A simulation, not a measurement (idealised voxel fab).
process module | voxel tone inversion
cross-section cut | 225 nm wide | cells 5 nm
A cross-section is a grid of square cells, given in bands from the top down. A band is one or more rows of cells.
Each band's line starts with the height of the band's top and of its bottom, in nm. Then come its materials from left to right, each with its width in nm. One material with "throughout" fills the band from edge to edge. "air" is empty space.
Height 0 is the level under which the wafer as received is all one material. The lowest band goes on downwards, as in "0 down".
A width such as "30 to 40" changes by the same amount from each row of cells to the next, from the band's top row to its bottom row.
"no change" after a step means that no cell of the cross-section changed.
closed voids: empty space of 8 cells or more with no open way to the top, each as width x height at its distance from the left edge, in nm
after a step's settings: what the simulator itself notes on the step
overlay nm, on a step with a mask: how far to the right of its planned place the mask lay; to the left if negative
plan
1 op RECEIVE | material Si
2 op CONFORMAL_DEP | material SiCN | thk nm 5
3 op DIRECTIONAL_DEP | material polySi | thk nm 15
4 op PATTERN | tone cover | mask id POSTS | material resist | width nm 25 | pitch nm 50 | thk nm 20 | overlay nm 0
5 op DIRECTIONAL_ETCH | etch materials polySi | depth nm 15
6 op STRIP | etch materials resist
7 op FILL_DEP | material lowk | thk nm 10
8 op CMP | height nm 20
9 op STRIP | etch materials polySi
as received, after step 1
  0 down: Si throughout
  closed voids: none
first wafer at the end, as planned
  20 to 5: lowk 25 | air 25 | lowk 25 | air 25 | lowk 25 | air 25 | lowk 25 | air 25 | lowk 25
  5 to 0: SiCN throughout
  0 down: Si throughout
  closed voids: none
second wafer at the end: like start, like plan, one mistake
  20 to 15: lowk 25 | air 25 | lowk 25 | air 25 | lowk 25 | air 25 | lowk 25 | air 25 | lowk 25
  15 to 0: SiCN throughout
  0 down: Si throughout
  closed voids: none
what went wrong: step 2 ran as: op CONFORMAL_DEP | material SiCN | thk nm 15
at the end the second wafer has, in cells: 90 more of SiCN | 50 fewer of lowk
